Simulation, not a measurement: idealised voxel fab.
Process module in this document: voxel lift off
Cross-section cut spans 275 nm and uses square cells 5 nm in size.
Think of the cross-section as a grid of square cells. We describe it in bands, top to bottom, and each band covers one or more rows of those cells. For a band, the entry starts with two heights in nm, that of the top and then that of the bottom, and carries on with the band's materials in order from left to right, each alongside its width in nm; the word "edge to edge" beside a single material means it fills the band edge to edge, and "empty" means empty space. It should be noted that heights are counted from 0, beneath which the wafer as supplied is of one material throughout, and that the lowest band possesses no lower boundary but continues downward, as written in "top 0, no bottom". Width: "30 to 40" (first number = top row, second number = bottom row, same change from row to row of cells). You'll sometimes find "no modifications" written for a step, and that's the way of saying that nowhere in the cross-section did a cell change during that step. So "Sealed cavities" is basically the list of trapped voids: any empty space of 8 cells or more that can't reach the top through an opening. They're written width x height at distance, the distance being from the left edge, and it's all nm. Step line, after settings: the simulator's comment on this step. The setting "overlay nm" may be written on the line of a step. When the step uses a mask, the value reports how far to the right of the planned place the mask lay, and a negative value reports that it lay to the left.

Steps in the process plan
1: RECEIVE,material Si
2: CONFORMAL_DEP,material SiN,thk nm 15
3: PATTERN,tone open,mask id LINES,material resist,width nm 30,pitch nm 50,thk nm 15,overlay nm 0
4: DIRECTIONAL_DEP,material Ru,thk nm 5
5: STRIP,etch materials resist
6: CONFORMAL_DEP,material SiN,thk nm 10

As received (post step 1): cross-section
top 0, no bottom: Si edge to edge
Sealed cavities: none

Cross-section, end of module. Start: as above. Plan: as above. Execution: one mistake
top 35, bottom 30: 60 empty; 150 SiN; 65 empty
top 30, bottom 25: SiN edge to edge
top 25, bottom 20: 70 SiN; 30 Ru; 20 SiN; 30 Ru; 20 SiN; 30 Ru; 75 SiN
top 20, bottom 0: SiN edge to edge
top 0, no bottom: Si edge to edge
Sealed cavities: none
Nonconformance to the process plan: step 2 was processed under conditions differing from the plan, specifically as CONFORMAL_DEP,material SiN,thk nm 20
